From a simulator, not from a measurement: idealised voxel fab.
Process module in this document: voxel wiring stack
This is section cut - it's 260 nm across, gridded in 5 nm square cells.
If you're reading a cross-section in this doc, picture square cells in a grid; it comes to you as bands, top ones listed first down to the bottom, and a band can be one or more rows of cells. In this notation a band is specified by the heights of its top and bottom, in that order and in nm, after which its materials appear from left to right, each paired with its width in nm. The word "all across" attached to a single material means that material fills the band from edge to edge; the word "blank" stands for empty space. Note: height 0 marks the level under which the wafer is uniformly one material as received. Lowest band unbounded below, written "0 nm and below". Width: "30->40" (first number = top row, second number = bottom row, same change from row to row of cells). "no alterations made" means the step left every cell of the cross-section as it was. "Enclosed cavity list" lists enclosed empty spaces (at least 8 cells, no open path upward to the top), each as width x height at distance from the left edge, in nm. On a step's line, text after the settings is the simulator commenting on that step. Steps that use a mask can have "overlay nm" on their line. It says how far the mask sat to the right of where it was meant to be. Negative means to the left.
Steps in the process plan
1: RECEIVE: material Si
2: CONFORMAL_DEP: material SiO2, thk nm 10
3: CONFORMAL_DEP: material SiN, thk nm 5
4: DIRECTIONAL_DEP: material lowk, thk nm 20
5: PATTERN: tone open, mask id METAL_1, material resist, width nm 20, pitch nm 40, thk nm 15, overlay nm 0
6: DIRECTIONAL_ETCH: etch materials lowk, depth nm 20
7: DIRECTIONAL_ETCH: etch materials SiN, depth nm 5
8: STRIP: etch materials resist
9: CONFORMAL_DEP: material TiN, thk nm 5
10: FILL_DEP: material Cu, thk nm 10
11: CMP: height nm 35
12: EPI: material Ru, thk nm 5
13: FILL_DEP: material SiCN, thk nm 5
14: DIRECTIONAL_DEP: material SiO2, thk nm 15
15: MASKED_ETCH: tone open, mask id PLUG_1, width nm 15, pitch nm 40, etch materials SiO2, depth nm 15, overlay nm 0
16: MASKED_ETCH: tone open, mask id PLUG_1, width nm 15, pitch nm 40, etch materials SiCN, depth nm 5, overlay nm 0
17: EPI: material Ru, thk nm 10
18: EPI: material Ru, thk nm 10
19: CONFORMAL_DEP: material SiN, thk nm 5
20: DIRECTIONAL_DEP: material SiO2, thk nm 25
21: PATTERN: tone open, mask id METAL_2, material resist, width nm 20, pitch nm 40, thk nm 15, overlay nm 0
22: DIRECTIONAL_ETCH: etch materials SiO2, depth nm 25
23: DIRECTIONAL_ETCH: etch materials SiN, depth nm 5
24: STRIP: etch materials resist
25: CONFORMAL_DEP: material TiN, thk nm 5
26: FILL_DEP: material W, thk nm 5
27: CMP: height nm 90
28: EPI: material Ru, thk nm 5
29: FILL_DEP: material SiCN, thk nm 5
30: DIRECTIONAL_DEP: material lowk, thk nm 35
31: MASKED_ETCH: tone open, mask id METAL_3, width nm 20, pitch nm 40, etch materials lowk, depth nm 20, overlay nm 0
32: DIRECTIONAL_DEP: material aC, thk nm 15
33: PATTERN: tone open, mask id METAL_3_HOLES, material resist, width nm 15, pitch nm 80, thk nm 35, overlay nm 0
34: DIRECTIONAL_ETCH: etch materials aC, depth nm 15
35: STRIP: etch materials resist
36: DIRECTIONAL_ETCH: etch materials lowk, depth nm 15
37: DIRECTIONAL_ETCH: etch materials SiCN, depth nm 5
38: STRIP: etch materials aC
39: CONFORMAL_DEP: material TiN, thk nm 5
40: FILL_DEP: material Ru, thk nm 10
41: CMP: height nm 135
42: CONFORMAL_DEP: material SiCN, thk nm 5
Here's what the wafer looked like in cross-section when it arrived - that's after step 1
0 nm and below  Si all across
Enclosed cavity list: none
Final wafer profile in cross-section after the module, from the same start and plan as above, with one mistake made during processing
140 nm to 135 nm  SiCN all across
135 nm to 125 nm  lowk: 55 / TiN: 5 / Ru: 15 / TiN: 5 / lowk: 20 / TiN: 5 / Ru: 10 / TiN: 5 / lowk: 15 / TiN: 5 / Ru: 15 / TiN: 5 / lowk: 20 / TiN: 5 / Ru: 10 / TiN: 5 / lowk: 60
125 nm to 120 nm  lowk: 55 / TiN: 10 / Ru: 10 / TiN: 5 / lowk: 20 / TiN: 5 / Ru: 10 / TiN: 5 / lowk: 15 / TiN: 10 / Ru: 10 / TiN: 5 / lowk: 20 / TiN: 5 / Ru: 10 / TiN: 5 / lowk: 60
120 nm to 115 nm  lowk: 60 / TiN: 20 / lowk: 20 / TiN: 20 / lowk: 20 / TiN: 20 / lowk: 20 / TiN: 20 / lowk: 60
115 nm to 100 nm  lowk: 60 / TiN: 10 / lowk: 70 / TiN: 10 / lowk: 110
100 nm to 95 nm  SiCN: 60 / TiN: 10 / SiCN: 70 / TiN: 10 / SiCN: 110
95 nm to 90 nm  SiCN: 55 / Ru: 30 / SiCN: 10 / Ru: 30 / SiCN: 10 / Ru: 30 / SiCN: 10 / Ru: 30 / SiCN: 55
90 nm to 65 nm  SiO2: 60 / TiN: 5 / W: 10 / TiN: 5 / SiO2: 20 / TiN: 5 / W: 10 / TiN: 5 / SiO2: 20 / TiN: 5 / W: 10 / TiN: 5 / SiO2: 20 / TiN: 5 / W: 10 / TiN: 5 / SiO2: 60
65 nm to 60 nm  SiN: 60 / TiN: 20 / SiN: 20 / TiN: 20 / SiN: 20 / TiN: 20 / SiN: 20 / TiN: 20 / SiN: 60
60 nm to 45 nm  SiO2: 60 / Ru: 15 / SiO2: 25 / Ru: 15 / SiO2: 25 / Ru: 15 / SiO2: 25 / Ru: 15 / SiO2: 65
45 nm to 35 nm  SiCN: 60->55 / Ru: 15->30 / SiCN: 25->10 / Ru: 15->30 / SiCN: 25->10 / Ru: 15->30 / SiCN: 25->10 / Ru: 15->30 / SiCN: 65->55
35 nm to 15 nm  lowk: 60 / TiN: 5 / Cu: 10 / TiN: 5 / lowk: 20 / TiN: 5 / Cu: 10 / TiN: 5 / lowk: 20 / TiN: 5 / Cu: 10 / TiN: 5 / lowk: 20 / TiN: 5 / Cu: 10 / TiN: 5 / lowk: 60
15 nm to 10 nm  SiN: 60 / TiN: 20 / SiN: 20 / TiN: 20 / SiN: 20 / TiN: 20 / SiN: 20 / TiN: 20 / SiN: 60
10 nm to 0 nm  SiO2 all across
0 nm and below  Si all across
Enclosed cavity list: none
Against the plan, the run slipped here: not per plan at step 33, really ran PATTERN: tone open, mask id METAL_3_HOLES, material resist, width nm 15, pitch nm 80, thk nm 35, overlay nm -5
